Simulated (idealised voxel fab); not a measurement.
The name of this process module is voxel wiring stack.
The width of the displayed cross-section, cut, is 200 nm; its cells are square, with a size of 5 nm.
Cross-section format: a grid of square cells, given as bands from top to bottom; each band is one or more rows of cells.
In this notation a band is specified by the heights of its top and bottom, in that order and in nm, after which its materials appear from left to right, each paired with its width in nm. The word "full width" attached to a single material means that material fills the band from edge to edge; the word "blank" stands for empty space.
Heights from 0 (as-received wafer is one material below). Bottom band endless downward, as "0..down".
Width spec "30->40" -> top row of cells at first value, bottom row at second value, equal per-row change in between.
"nothing got changed" after a step means that no cell of the cross-section changed.
For the entry "Enclosed void listing", the listed items are empty spaces with no open way to the top whose size is 8 cells or more; each item follows the pattern width x height at distance, where distance is from the left edge and all three are in nm.
Step line, after settings: the simulator's comment on this step.
overlay nm: right-of-plan distance of the mask on a masked step; negative values mean left-of-plan.
Note on reading: below, each pair holds a cross-section from before one process step and one from after it; the one from after shows only down to the lowest band that changed. Beneath the pair, the step in between is stated along with its settings. The pairs can stem from different runs of this module on the same starting wafer. Where a pair's entry headed "Pre-step view" says so, and only there, that pair continues from the pair above it.
PRE-STEP VIEW
* 120..115 | TiN: 60 | blank: 20 | TiN: 40 | blank: 20 | TiN: 60
* 115..100 | lowk: 55 | TiN: 5 | blank: 20 | TiN: 5 | lowk: 30 | TiN: 5 | blank: 20 | TiN: 5 | lowk: 55
* 100..95 | lowk: 55 | TiN: 5 | blank: 5 | TiN: 20 | lowk: 30 | TiN: 30 | lowk: 55
* 95..80 | lowk: 55 | TiN: 5 | blank: 5 | TiN: 5 | lowk: 130
* 80..75 | SiCN: 55 | TiN: 15 | SiCN: 130
* 75..60 | lowk: 55 | TiN: 5 | Cu: 5 | TiN: 5 | lowk: 45 | TiN: 5 | Cu: 5 | TiN: 5 | lowk: 70
* 60..55 | lowk: 55 | TiN: 15 | lowk: 45 | TiN: 15 | lowk: 70
* 55..45 | lowk full width
* 45..40 | SiCN full width
* 40..20 | SiO2: 50 | SiCN: 5 | Ru: 30 | SiCN: 5 | SiO2: 20 | SiCN: 5 | Ru: 30 | SiCN: 5 | SiO2: 50
* 20..15 | SiCN: 55 | TiN: 30 | SiCN: 30 | TiN: 30 | SiCN: 55
* 15..0 | SiO2 full width
* 0..down | Si full width
* Enclosed void listing: none
CUT VIEW, POST-STEP
* 130..120 | Ru full width
* 120..115 | TiN: 60 | Ru: 20 | TiN: 40 | Ru: 20 | TiN: 60
* 115..100 | lowk: 55 | TiN: 5 | Ru: 20 | TiN: 5 | lowk: 30 | TiN: 5 | Ru: 20 | TiN: 5 | lowk: 55
* 100..95 | lowk: 55 | TiN: 5 | Ru: 5 | TiN: 20 | lowk: 30 | TiN: 30 | lowk: 55
* 95..80 | lowk: 55 | TiN: 5 | Ru: 5 | TiN: 5 | lowk: 130
* Whatever lies below 80 is exactly as it was before.
* Enclosed void listing: none
Processing between the before and after sections above: FILL_DEP (material Ru; thk nm 10)
Pre-step view: nothing new to draw here, it's the after view of the pair just above.
CUT VIEW, POST-STEP
* 115..100 | lowk: 55 | TiN: 5 | Ru: 20 | TiN: 5 | lowk: 30 | TiN: 5 | Ru: 20 | TiN: 5 | lowk: 55
* Whatever lies below 100 is exactly as it was before.
* Enclosed void listing: none
Processing between the before and after sections above: CMP (height nm 115)
Pre-step view: nothing new to draw here, it's the after view of the pair just above.
CUT VIEW, POST-STEP
* 120..115 | SiCN full width
* Whatever lies below 115 is exactly as it was before.
* Enclosed void listing: none
Processing between the before and after sections above: CONFORMAL_DEP (material SiCN; thk nm 5)
PRE-STEP VIEW
* 35..15 | Ru full width
* 15..0 | SiO2 full width
* 0..down | Si full width
* Enclosed void listing: none
CUT VIEW, POST-STEP
* 40..35 | TiN full width
* Whatever lies below 35 is exactly as it was before.
* Enclosed void listing: none
Processing between the before and after sections above: DIRECTIONAL_DEP (material TiN; thk nm 5)
Pre-step view: nothing new to draw here, it's the after view of the pair just above.
CUT VIEW, POST-STEP
* 40..35 | blank: 55 | TiN: 30 | blank: 30 | TiN: 30 | blank: 55
* Whatever lies below 35 is exactly as it was before.
* Enclosed void listing: none
Processing between the before and after sections above: MASKED_ETCH (tone cover; mask id METAL_1; width nm 30; pitch nm 60; etch materials TiN; depth nm 5; overlay nm 0)
Pre-step view: nothing new to draw here, it's the after view of the pair just above.
CUT VIEW, POST-STEP
* 45..40 | blank: 50 | SiCN: 40 | blank: 20 | SiCN: 40 | blank: 50
* 40..35 | SiCN: 55 | TiN: 30 | SiCN: 30 | TiN: 30 | SiCN: 55
* Whatever lies below 35 is exactly as it was before.
* Enclosed void listing: none
Processing between the before and after sections above: CONFORMAL_DEP (material SiCN; thk nm 5)
Pre-step view: nothing new to draw here, it's the after view of the pair just above.
CUT VIEW, POST-STEP
* 50..45 | SiO2 full width
* 45..40 | SiO2: 50 | SiCN: 40 | SiO2: 20 | SiCN: 40 | SiO2: 50
* Whatever lies below 40 is exactly as it was before.
* Enclosed void listing: none
Processing between the before and after sections above: FILL_DEP (material SiO2; thk nm 5)
Pre-step view: nothing new to draw here, it's the after view of the pair just above.
CUT VIEW, POST-STEP
* 40..35 | SiCN: 55 | TiN: 30 | SiCN: 30 | TiN: 30 | SiCN: 55
* Whatever lies below 35 is exactly as it was before.
* Enclosed void listing: none
Processing between the before and after sections above: CMP (height nm 40)
Pre-step view: nothing new to draw here, it's the after view of the pair just above.
CUT VIEW, POST-STEP
* 45..40 | SiCN full width
* Whatever lies below 40 is exactly as it was before.
* Enclosed void listing: none
Processing between the before and after sections above: CONFORMAL_DEP (material SiCN; thk nm 5)
Pre-step view: nothing new to draw here, it's the after view of the pair just above.
CUT VIEW, POST-STEP
* 75..45 | lowk full width
* Whatever lies below 45 is exactly as it was before.
* Enclosed void listing: none
Processing between the before and after sections above: DIRECTIONAL_DEP (material lowk; thk nm 30)
Pre-step view: nothing new to draw here, it's the after view of the pair just above.
CUT VIEW, POST-STEP
* 95..75 | resist: 55 | blank: 15 | resist: 45 | blank: 15 | resist: 70
* Whatever lies below 75 is exactly as it was before.
* Enclosed void listing: none
Processing between the before and after sections above: PATTERN (tone open; mask id METAL_2_HOLES; material resist; width nm 15; pitch nm 60; thk nm 20; overlay nm 0)
Pre-step view: nothing new to draw here, it's the after view of the pair just above.
CUT VIEW, POST-STEP
* 95..75 | resist: 55 | blank: 15 | resist: 45 | blank: 15 | resist: 70
* 75..45 | lowk: 55 | blank: 15 | lowk: 45 | blank: 15 | lowk: 70
* Whatever lies below 45 is exactly as it was before.
* Enclosed void listing: none
Processing between the before and after sections above: DIRECTIONAL_ETCH (etch materials lowk; depth nm 30)
Pre-step view: nothing new to draw here, it's the after view of the pair just above.
CUT VIEW, POST-STEP
* 75..45 | lowk: 55 | blank: 15 | lowk: 45 | blank: 15 | lowk: 70
* Whatever lies below 45 is exactly as it was before.
* Enclosed void listing: none
Processing between the before and after sections above: STRIP (etch materials resist)
Pre-step view: nothing new to draw here, it's the after view of the pair just above.
CUT VIEW, POST-STEP
* 75..55 | lowk: 55 | blank: 30 | lowk: 30 | blank: 30 | lowk: 55
* Whatever lies below 55 is exactly as it was before.
* Enclosed void listing: none
Processing between the before and after sections above: MASKED_ETCH (tone open; mask id METAL_2; width nm 30; pitch nm 60; etch materials lowk; depth nm 20; overlay nm 0)
Pre-step view: nothing new to draw here, it's the after view of the pair just above.
CUT VIEW, POST-STEP
* 75..55 | lowk: 55 | blank: 30 | lowk: 30 | blank: 30 | lowk: 55
* 55..45 | lowk: 55 | blank: 15 | lowk: 45 | blank: 15 | lowk: 70
* 45..40 | SiCN: 55 | blank: 15 | SiCN: 45 | blank: 15 | SiCN: 70
* Whatever lies below 40 is exactly as it was before.
* Enclosed void listing: none
Processing between the before and after sections above: MASKED_ETCH (tone open; mask id METAL_2; width nm 30; pitch nm 60; etch materials SiCN; depth nm 5; overlay nm 0)
Pre-step view: nothing new to draw here, it's the after view of the pair just above.
CUT VIEW, POST-STEP
* 80..75 | TiN: 60 | blank: 20 | TiN: 40 | blank: 20 | TiN: 60
* 75..60 | lowk: 55 | TiN: 5 | blank: 20 | TiN: 5 | lowk: 30 | TiN: 5 | blank: 20 | TiN: 5 | lowk: 55
* 60..55 | lowk: 55 | TiN: 5 | blank: 5 | TiN: 20 | lowk: 30 | TiN: 5 | blank: 5 | TiN: 20 | lowk: 55
* 55..45 | lowk: 55 | TiN: 5 | blank: 5 | TiN: 5 | lowk: 45 | TiN: 5 | blank: 5 | TiN: 5 | lowk: 70
* 45..35 | SiCN: 55 | TiN: 15->30 | SiCN: 45->30 | TiN: 15->30 | SiCN: 70->55
* Whatever lies below 35 is exactly as it was before.
* Enclosed void listing: none
Processing between the before and after sections above: CONFORMAL_DEP (material TiN; thk nm 5)
Pre-step view: nothing new to draw here, it's the after view of the pair just above.
CUT VIEW, POST-STEP
* 90..80 | Cu full width
* 80..75 | TiN: 60 | Cu: 20 | TiN: 40 | Cu: 20 | TiN: 60
* 75..60 | lowk: 55 | TiN: 5 | Cu: 20 | TiN: 5 | lowk: 30 | TiN: 5 | Cu: 20 | TiN: 5 | lowk: 55
* 60..55 | lowk: 55 | TiN: 5 | Cu: 5 | TiN: 20 | lowk: 30 | TiN: 5 | Cu: 5 | TiN: 20 | lowk: 55
* 55..45 | lowk: 55 | TiN: 5 | Cu: 5 | TiN: 5 | lowk: 45 | TiN: 5 | Cu: 5 | TiN: 5 | lowk: 70
* Whatever lies below 45 is exactly as it was before.
* Enclosed void listing: none
Processing between the before and after sections above: FILL_DEP (material Cu; thk nm 10)
Pre-step view: nothing new to draw here, it's the after view of the pair just above.
CUT VIEW, POST-STEP
* 75..60 | lowk: 55 | TiN: 5 | Cu: 20 | TiN: 5 | lowk: 30 | TiN: 5 | Cu: 20 | TiN: 5 | lowk: 55
* Whatever lies below 60 is exactly as it was before.
* Enclosed void listing: none
Processing between the before and after sections above: CMP (height nm 75)
Pre-step view: nothing new to draw here, it's the after view of the pair just above.
CUT VIEW, POST-STEP
* 80..75 | SiCN full width
* Whatever lies below 75 is exactly as it was before.
* Enclosed void listing: none
Processing between the before and after sections above: CONFORMAL_DEP (material SiCN; thk nm 5)
Pre-step view: nothing new to draw here, it's the after view of the pair just above.
CUT VIEW, POST-STEP
* 115..80 | lowk full width
* Whatever lies below 80 is exactly as it was before.
* Enclosed void listing: none
Processing between the before and after sections above: DIRECTIONAL_DEP (material lowk; thk nm 35)
Pre-step view: nothing new to draw here, it's the after view of the pair just above.
CUT VIEW, POST-STEP
* 115..95 | lowk: 55 | blank: 30 | lowk: 30 | blank: 30 | lowk: 55
* Whatever lies below 95 is exactly as it was before.
* Enclosed void listing: none
Processing between the before and after sections above: MASKED_ETCH (tone open; mask id METAL_3; width nm 30; pitch nm 60; etch materials lowk; depth nm 20; overlay nm 0)
Pre-step view: nothing new to draw here, it's the after view of the pair just above.
CUT VIEW, POST-STEP
* 115..95 | lowk: 55 | blank: 30 | lowk: 30 | blank: 30 | lowk: 55
* 95..80 | lowk: 55 | blank: 15 | lowk: 130
* Whatever lies below 80 is exactly as it was before.
* Enclosed void listing: none
Processing between the before and after sections above: MASKED_ETCH (tone open; mask id METAL_3_HOLES; width nm 15; etch materials lowk; depth nm 15; overlay nm 0)
Pre-step view: nothing new to draw here, it's the after view of the pair just above.
CUT VIEW, POST-STEP
* 115..95 | lowk: 55 | blank: 30 | lowk: 30 | blank: 30 | lowk: 55
* 95..80 | lowk: 55 | blank: 15 | lowk: 130
* 80..75 | SiCN: 55 | blank: 15 | SiCN: 130
* Whatever lies below 75 is exactly as it was before.
* Enclosed void listing: none
Processing between the before and after sections above: MASKED_ETCH (tone open; mask id METAL_3_HOLES; width nm 15; etch materials SiCN; depth nm 5; overlay nm 0)
Pre-step view: nothing new to draw here, it's the after view of the pair just above.
CUT VIEW, POST-STEP
* 120..115 | TiN: 60 | blank: 20 | TiN: 40 | blank: 20 | TiN: 60
* 115..100 | lowk: 55 | TiN: 5 | blank: 20 | TiN: 5 | lowk: 30 | TiN: 5 | blank: 20 | TiN: 5 | lowk: 55
* 100..95 | lowk: 55 | TiN: 5 | blank: 5 | TiN: 20 | lowk: 30 | TiN: 30 | lowk: 55
* 95..80 | lowk: 55 | TiN: 5 | blank: 5 | TiN: 5 | lowk: 130
* 80..75 | SiCN: 55 | TiN: 15 | SiCN: 130
* Whatever lies below 75 is exactly as it was before.
* Enclosed void listing: none
Processing between the before and after sections above: CONFORMAL_DEP (material TiN; thk nm 5)
Pre-step view: nothing new to draw here, it's the after view of the pair just above.
CUT VIEW, POST-STEP
* 130..120 | Ru full width
* 120..115 | TiN: 60 | Ru: 20 | TiN: 40 | Ru: 20 | TiN: 60
* 115..100 | lowk: 55 | TiN: 5 | Ru: 20 | TiN: 5 | lowk: 30 | TiN: 5 | Ru: 20 | TiN: 5 | lowk: 55
* 100..95 | lowk: 55 | TiN: 5 | Ru: 5 | TiN: 20 | lowk: 30 | TiN: 30 | lowk: 55
* 95..80 | lowk: 55 | TiN: 5 | Ru: 5 | TiN: 5 | lowk: 130
* Whatever lies below 80 is exactly as it was before.
* Enclosed void listing: none
Processing between the before and after sections above: FILL_DEP (material Ru; thk nm 10)
Pre-step view: nothing new to draw here, it's the after view of the pair just above.
CUT VIEW, POST-STEP
* 115..100 | lowk: 55 | TiN: 5 | Ru: 20 | TiN: 5 | lowk: 30 | TiN: 5 | Ru: 20 | TiN: 5 | lowk: 55
* Whatever lies below 100 is exactly as it was before.
* Enclosed void listing: none
Processing between the before and after sections above: CMP (height nm 115)
Pre-step view: nothing new to draw here, it's the after view of the pair just above.
CUT VIEW, POST-STEP
* 120..115 | SiCN full width
* Whatever lies below 115 is exactly as it was before.
* Enclosed void listing: none
Processing between the before and after sections above: CONFORMAL_DEP (material SiCN; thk nm 5)
PRE-STEP VIEW
* 75..60 | lowk: 55 | TiN: 5 | Cu: 20 | TiN: 5 | lowk: 30 | TiN: 5 | Cu: 20 | TiN: 5 | lowk: 55
* 60..55 | lowk: 55 | TiN: 5 | Cu: 5 | TiN: 20 | lowk: 30 | TiN: 5 | Cu: 5 | TiN: 20 | lowk: 55
* 55..45 | lowk: 55 | TiN: 5 | Cu: 5 | TiN: 5 | lowk: 45 | TiN: 5 | Cu: 5 | TiN: 5 | lowk: 70
* 45..40 | SiCN: 55 | TiN: 15 | SiCN: 45 | TiN: 15 | SiCN: 70
* 40..20 | SiO2: 50 | SiCN: 5 | Ru: 30 | SiCN: 5 | SiO2: 20 | SiCN: 5 | Ru: 30 | SiCN: 5 | SiO2: 50
* 20..15 | SiCN: 55 | TiN: 30 | SiCN: 30 | TiN: 30 | SiCN: 55
* 15..0 | SiO2 full width
* 0..down | Si full width
* Enclosed void listing: none
CUT VIEW, POST-STEP
* 90..75 | SiCN full width
* Whatever lies below 75 is exactly as it was before.
* Enclosed void listing: none
Processing between the before and after sections above: CONFORMAL_DEP (material SiCN; thk nm 15)
Pre-step view: nothing new to draw here, it's the after view of the pair just above.
CUT VIEW, POST-STEP
* 125..90 | lowk full width
* Whatever lies below 90 is exactly as it was before.
* Enclosed void listing: none
Processing between the before and after sections above: DIRECTIONAL_DEP (material lowk; thk nm 35)
Pre-step view: nothing new to draw here, it's the after view of the pair just above.
CUT VIEW, POST-STEP
* 125..105 | lowk: 55 | blank: 30 | lowk: 30 | blank: 30 | lowk: 55
* Whatever lies below 105 is exactly as it was before.
* Enclosed void listing: none
Processing between the before and after sections above: MASKED_ETCH (tone open; mask id METAL_3; width nm 30; pitch nm 60; etch materials lowk; depth nm 20; overlay nm 0)
Pre-step view: nothing new to draw here, it's the after view of the pair just above.
CUT VIEW, POST-STEP
* 125..105 | lowk: 55 | blank: 30 | lowk: 30 | blank: 30 | lowk: 55
* 105..90 | lowk: 55 | blank: 15 | lowk: 130
* Whatever lies below 90 is exactly as it was before.
* Enclosed void listing: none
Processing between the before and after sections above: MASKED_ETCH (tone open; mask id METAL_3_HOLES; width nm 15; etch materials lowk; depth nm 15; overlay nm 0)
Pre-step view: nothing new to draw here, it's the after view of the pair just above.
CUT VIEW, POST-STEP
* 125..105 | lowk: 55 | blank: 30 | lowk: 30 | blank: 30 | lowk: 55
* 105..90 | lowk: 55 | blank: 15 | lowk: 130
* 90..85 | SiCN: 55 | blank: 15 | SiCN: 130
* Whatever lies below 85 is exactly as it was before.
* Enclosed void listing: none
Processing between the before and after sections above: MASKED_ETCH (tone open; mask id METAL_3_HOLES; width nm 15; etch materials SiCN; depth nm 5; overlay nm 0)
Pre-step view: nothing new to draw here, it's the after view of the pair just above.
CUT VIEW, POST-STEP
* 130..125 | TiN: 60 | blank: 20 | TiN: 40 | blank: 20 | TiN: 60
* 125..110 | lowk: 55 | TiN: 5 | blank: 20 | TiN: 5 | lowk: 30 | TiN: 5 | blank: 20 | TiN: 5 | lowk: 55
* 110..105 | lowk: 55 | TiN: 5 | blank: 5 | TiN: 20 | lowk: 30 | TiN: 30 | lowk: 55
* 105..90 | lowk: 55 | TiN: 5 | blank: 5 | TiN: 5 | lowk: 130
* 90..85 | SiCN: 55 | TiN: 15 | SiCN: 130
* Whatever lies below 85 is exactly as it was before.
* Enclosed void listing: none
Processing between the before and after sections above: CONFORMAL_DEP (material TiN; thk nm 5)
Pre-step view: nothing new to draw here, it's the after view of the pair just above.
CUT VIEW, POST-STEP
* 140..130 | Ru full width
* 130..125 | TiN: 60 | Ru: 20 | TiN: 40 | Ru: 20 | TiN: 60
* 125..110 | lowk: 55 | TiN: 5 | Ru: 20 | TiN: 5 | lowk: 30 | TiN: 5 | Ru: 20 | TiN: 5 | lowk: 55
* 110..105 | lowk: 55 | TiN: 5 | Ru: 5 | TiN: 20 | lowk: 30 | TiN: 30 | lowk: 55
* 105..90 | lowk: 55 | TiN: 5 | Ru: 5 | TiN: 5 | lowk: 130
* Whatever lies below 90 is exactly as it was before.
* Enclosed void listing: none
Processing between the before and after sections above: FILL_DEP (material Ru; thk nm 10)
Pre-step view: nothing new to draw here, it's the after view of the pair just above.
CUT VIEW, POST-STEP
* 115..110 | lowk: 55 | TiN: 5 | Ru: 20 | TiN: 5 | lowk: 30 | TiN: 5 | Ru: 20 | TiN: 5 | lowk: 55
* Whatever lies below 110 is exactly as it was before.
* Enclosed void listing: none
Processing between the before and after sections above: CMP (height nm 115)
Pre-step view: nothing new to draw here, it's the after view of the pair just above.
CUT VIEW, POST-STEP
* 120..115 | SiCN full width
* Whatever lies below 115 is exactly as it was before.
* Enclosed void listing: none
Processing between the before and after sections above: CONFORMAL_DEP (material SiCN; thk nm 5)
PRE-STEP VIEW
* 75..45 | lowk full width
* 45..40 | SiCN full width
* 40..20 | SiO2: 50 | SiCN: 5 | Ru: 30 | SiCN: 5 | SiO2: 20 | SiCN: 5 | Ru: 30 | SiCN: 5 | SiO2: 50
* 20..15 | SiCN: 55 | TiN: 30 | SiCN: 30 | TiN: 30 | SiCN: 55
* 15..0 | SiO2 full width
* 0..down | Si full width
* Enclosed void listing: none
CUT VIEW, POST-STEP
* 95..75 | resist: 55 | blank: 20 | resist: 40 | blank: 20 | resist: 65
* Whatever lies below 75 is exactly as it was before.
* Enclosed void listing: none
Processing between the before and after sections above: PATTERN (tone open; mask id METAL_2_HOLES; material resist; width nm 20; pitch nm 60; thk nm 20; overlay nm 0)
Pre-step view: nothing new to draw here, it's the after view of the pair just above.
CUT VIEW, POST-STEP
* 95..75 | resist: 55 | blank: 20 | resist: 40 | blank: 20 | resist: 65
* 75..45 | lowk: 55 | blank: 20 | lowk: 40 | blank: 20 | lowk: 65
* Whatever lies below 45 is exactly as it was before.
* Enclosed void listing: none
Processing between the before and after sections above: DIRECTIONAL_ETCH (etch materials lowk; depth nm 30)
Pre-step view: nothing new to draw here, it's the after view of the pair just above.
CUT VIEW, POST-STEP
* 75..45 | lowk: 55 | blank: 20 | lowk: 40 | blank: 20 | lowk: 65
* Whatever lies below 45 is exactly as it was before.
* Enclosed void listing: none
Processing between the before and after sections above: STRIP (etch materials resist)
Pre-step view: nothing new to draw here, it's the after view of the pair just above.
CUT VIEW, POST-STEP
* 75..55 | lowk: 55 | blank: 30 | lowk: 30 | blank: 30 | lowk: 55
* Whatever lies below 55 is exactly as it was before.
* Enclosed void listing: none
Processing between the before and after sections above: MASKED_ETCH (tone open; mask id METAL_2; width nm 30; pitch nm 60; etch materials lowk; depth nm 20; overlay nm 0)
Pre-step view: nothing new to draw here, it's the after view of the pair just above.
CUT VIEW, POST-STEP
* 75..55 | lowk: 55 | blank: 30 | lowk: 30 | blank: 30 | lowk: 55
* 55..45 | lowk: 55 | blank: 20 | lowk: 40 | blank: 20 | lowk: 65
* 45..40 | SiCN: 55 | blank: 20 | SiCN: 40 | blank: 20 | SiCN: 65
* Whatever lies below 40 is exactly as it was before.
* Enclosed void listing: none
Processing between the before and after sections above: MASKED_ETCH (tone open; mask id METAL_2; width nm 30; pitch nm 60; etch materials SiCN; depth nm 5; overlay nm 0)
Pre-step view: nothing new to draw here, it's the after view of the pair just above.
CUT VIEW, POST-STEP
* 80..75 | TiN: 60 | blank: 20 | TiN: 40 | blank: 20 | TiN: 60
* 75..60 | lowk: 55 | TiN: 5 | blank: 20 | TiN: 5 | lowk: 30 | TiN: 5 | blank: 20 | TiN: 5 | lowk: 55
* 60..55 | lowk: 55 | TiN: 5 | blank: 10 | TiN: 15 | lowk: 30 | TiN: 5 | blank: 10 | TiN: 15 | lowk: 55
* 55..45 | lowk: 55 | TiN: 5 | blank: 10 | TiN: 5 | lowk: 40 | TiN: 5 | blank: 10 | TiN: 5 | lowk: 65
* 45..40 | SiCN: 55 | TiN: 20 | SiCN: 40 | TiN: 20 | SiCN: 65
* Whatever lies below 40 is exactly as it was before.
* Enclosed void listing: none
Processing between the before and after sections above: CONFORMAL_DEP (material TiN; thk nm 5)
Pre-step view: nothing new to draw here, it's the after view of the pair just above.
CUT VIEW, POST-STEP
* 90..80 | Cu full width
* 80..75 | TiN: 60 | Cu: 20 | TiN: 40 | Cu: 20 | TiN: 60
* 75..60 | lowk: 55 | TiN: 5 | Cu: 20 | TiN: 5 | lowk: 30 | TiN: 5 | Cu: 20 | TiN: 5 | lowk: 55
* 60..55 | lowk: 55 | TiN: 5 | Cu: 10 | TiN: 15 | lowk: 30 | TiN: 5 | Cu: 10 | TiN: 15 | lowk: 55
* 55..45 | lowk: 55 | TiN: 5 | Cu: 10 | TiN: 5 | lowk: 40 | TiN: 5 | Cu: 10 | TiN: 5 | lowk: 65
* Whatever lies below 45 is exactly as it was before.
* Enclosed void listing: none
Processing between the before and after sections above: FILL_DEP (material Cu; thk nm 10)
Pre-step view: nothing new to draw here, it's the after view of the pair just above.
CUT VIEW, POST-STEP
* 75..60 | lowk: 55 | TiN: 5 | Cu: 20 | TiN: 5 | lowk: 30 | TiN: 5 | Cu: 20 | TiN: 5 | lowk: 55
* Whatever lies below 60 is exactly as it was before.
* Enclosed void listing: none
Processing between the before and after sections above: CMP (height nm 75)
Pre-step view: nothing new to draw here, it's the after view of the pair just above.
CUT VIEW, POST-STEP
* 80..75 | SiCN full width
* Whatever lies below 75 is exactly as it was before.
* Enclosed void listing: none
Processing between the before and after sections above: CONFORMAL_DEP (material SiCN; thk nm 5)
Pre-step view: nothing new to draw here, it's the after view of the pair just above.
CUT VIEW, POST-STEP
* 115..80 | lowk full width
* Whatever lies below 80 is exactly as it was before.
* Enclosed void listing: none
Processing between the before and after sections above: DIRECTIONAL_DEP (material lowk; thk nm 35)
Pre-step view: nothing new to draw here, it's the after view of the pair just above.
CUT VIEW, POST-STEP
* 115..95 | lowk: 55 | blank: 30 | lowk: 30 | blank: 30 | lowk: 55
* Whatever lies below 95 is exactly as it was before.
* Enclosed void listing: none
Processing between the before and after sections above: MASKED_ETCH (tone open; mask id METAL_3; width nm 30; pitch nm 60; etch materials lowk; depth nm 20; overlay nm 0)
Pre-step view: nothing new to draw here, it's the after view of the pair just above.
CUT VIEW, POST-STEP
* 115..95 | lowk: 55 | blank: 30 | lowk: 30 | blank: 30 | lowk: 55
* 95..80 | lowk: 55 | blank: 15 | lowk: 130
* Whatever lies below 80 is exactly as it was before.
* Enclosed void listing: none
Processing between the before and after sections above: MASKED_ETCH (tone open; mask id METAL_3_HOLES; width nm 15; etch materials lowk; depth nm 15; overlay nm 0)
Pre-step view: nothing new to draw here, it's the after view of the pair just above.
CUT VIEW, POST-STEP
* 115..95 | lowk: 55 | blank: 30 | lowk: 30 | blank: 30 | lowk: 55
* 95..80 | lowk: 55 | blank: 15 | lowk: 130
* 80..75 | SiCN: 55 | blank: 15 | SiCN: 130
* Whatever lies below 75 is exactly as it was before.
* Enclosed void listing: none
Processing between the before and after sections above: MASKED_ETCH (tone open; mask id METAL_3_HOLES; width nm 15; etch materials SiCN; depth nm 5; overlay nm 0)
Pre-step view: nothing new to draw here, it's the after view of the pair just above.
CUT VIEW, POST-STEP
* 120..115 | TiN: 60 | blank: 20 | TiN: 40 | blank: 20 | TiN: 60
* 115..100 | lowk: 55 | TiN: 5 | blank: 20 | TiN: 5 | lowk: 30 | TiN: 5 | blank: 20 | TiN: 5 | lowk: 55
* 100..95 | lowk: 55 | TiN: 5 | blank: 5 | TiN: 20 | lowk: 30 | TiN: 30 | lowk: 55
* 95..80 | lowk: 55 | TiN: 5 | blank: 5 | TiN: 5 | lowk: 130
* 80..75 | SiCN: 55 | TiN: 15 | SiCN: 130
* Whatever lies below 75 is exactly as it was before.
* Enclosed void listing: none
Processing between the before and after sections above: CONFORMAL_DEP (material TiN; thk nm 5)
Pre-step view: nothing new to draw here, it's the after view of the pair just above.
CUT VIEW, POST-STEP
* 130..120 | Ru full width
* 120..115 | TiN: 60 | Ru: 20 | TiN: 40 | Ru: 20 | TiN: 60
* 115..100 | lowk: 55 | TiN: 5 | Ru: 20 | TiN: 5 | lowk: 30 | TiN: 5 | Ru: 20 | TiN: 5 | lowk: 55
* 100..95 | lowk: 55 | TiN: 5 | Ru: 5 | TiN: 20 | lowk: 30 | TiN: 30 | lowk: 55
* 95..80 | lowk: 55 | TiN: 5 | Ru: 5 | TiN: 5 | lowk: 130
* Whatever lies below 80 is exactly as it was before.
* Enclosed void listing: none
Processing between the before and after sections above: FILL_DEP (material Ru; thk nm 10)
Pre-step view: nothing new to draw here, it's the after view of the pair just above.
CUT VIEW, POST-STEP
* 115..100 | lowk: 55 | TiN: 5 | Ru: 20 | TiN: 5 | lowk: 30 | TiN: 5 | Ru: 20 | TiN: 5 | lowk: 55
* Whatever lies below 100 is exactly as it was before.
* Enclosed void listing: none
Processing between the before and after sections above: CMP (height nm 115)
Pre-step view: nothing new to draw here, it's the after view of the pair just above.
CUT VIEW, POST-STEP
* 120..115 | SiCN full width
* Whatever lies below 115 is exactly as it was before.
* Enclosed void listing: none
Processing between the before and after sections above: CONFORMAL_DEP (material SiCN; thk nm 5)
PRE-STEP VIEW
* 115..95 | lowk: 55 | blank: 30 | lowk: 30 | blank: 30 | lowk: 55
* 95..80 | lowk: 55 | blank: 15 | lowk: 130
* 80..75 | SiCN full width
* 75..60 | lowk: 55 | TiN: 5 | Cu: 20 | TiN: 5 | lowk: 30 | TiN: 5 | Cu: 20 | TiN: 5 | lowk: 55
* 60..55 | lowk: 55 | TiN: 5 | Cu: 5 | TiN: 20 | lowk: 30 | TiN: 5 | Cu: 5 | TiN: 20 | lowk: 55
* 55..45 | lowk: 55 | TiN: 5 | Cu: 5 | TiN: 5 | lowk: 45 | TiN: 5 | Cu: 5 | TiN: 5 | lowk: 70
* 45..40 | SiCN: 55 | TiN: 15 | SiCN: 45 | TiN: 15 | SiCN: 70
* 40..20 | SiO2: 50 | SiCN: 5 | Ru: 30 | SiCN: 5 | SiO2: 20 | SiCN: 5 | Ru: 30 | SiCN: 5 | SiO2: 50
* 20..15 | SiCN: 55 | TiN: 30 | SiCN: 30 | TiN: 30 | SiCN: 55
* 15..0 | SiO2 full width
* 0..down | Si full width
* Enclosed void listing: none
CUT VIEW, POST-STEP
* 115..95 | lowk: 55 | blank: 30 | lowk: 30 | blank: 30 | lowk: 55
* 95..80 | lowk: 55 | blank: 15 | lowk: 130
* 80..75 | SiCN: 55 | blank: 5 | SiCN: 140
* Whatever lies below 75 is exactly as it was before.
* Enclosed void listing: none
Processing between the before and after sections above: MASKED_ETCH (tone open; mask id METAL_3_HOLES; width nm 15; etch materials SiCN; depth nm 5; overlay nm -10)
Pre-step view: nothing new to draw here, it's the after view of the pair just above.
CUT VIEW, POST-STEP
* 120..115 | TiN: 60 | blank: 20 | TiN: 40 | blank: 20 | TiN: 60
* 115..100 | lowk: 55 | TiN: 5 | blank: 20 | TiN: 5 | lowk: 30 | TiN: 5 | blank: 20 | TiN: 5 | lowk: 55
* 100..95 | lowk: 55 | TiN: 5 | blank: 5 | TiN: 20 | lowk: 30 | TiN: 30 | lowk: 55
* 95..85 | lowk: 55 | TiN: 5 | blank: 5 | TiN: 5 | lowk: 130
* 85..80 | lowk: 55 | TiN: 15 | lowk: 130
* 80..75 | SiCN: 55 | TiN: 5 | SiCN: 140
* Whatever lies below 75 is exactly as it was before.
* Enclosed void listing: none
Processing between the before and after sections above: CONFORMAL_DEP (material TiN; thk nm 5)
Pre-step view: nothing new to draw here, it's the after view of the pair just above.
CUT VIEW, POST-STEP
* 130..120 | Ru full width
* 120..115 | TiN: 60 | Ru: 20 | TiN: 40 | Ru: 20 | TiN: 60
* 115..100 | lowk: 55 | TiN: 5 | Ru: 20 | TiN: 5 | lowk: 30 | TiN: 5 | Ru: 20 | TiN: 5 | lowk: 55
* 100..95 | lowk: 55 | TiN: 5 | Ru: 5 | TiN: 20 | lowk: 30 | TiN: 30 | lowk: 55
* 95..85 | lowk: 55 | TiN: 5 | Ru: 5 | TiN: 5 | lowk: 130
* Whatever lies below 85 is exactly as it was before.
* Enclosed void listing: none
Processing between the before and after sections above: FILL_DEP (material Ru; thk nm 10)
Pre-step view: nothing new to draw here, it's the after view of the pair just above.
CUT VIEW, POST-STEP
* 115..100 | lowk: 55 | TiN: 5 | Ru: 20 | TiN: 5 | lowk: 30 | TiN: 5 | Ru: 20 | TiN: 5 | lowk: 55
* Whatever lies below 100 is exactly as it was before.
* Enclosed void listing: none
Processing between the before and after sections above: CMP (height nm 115)
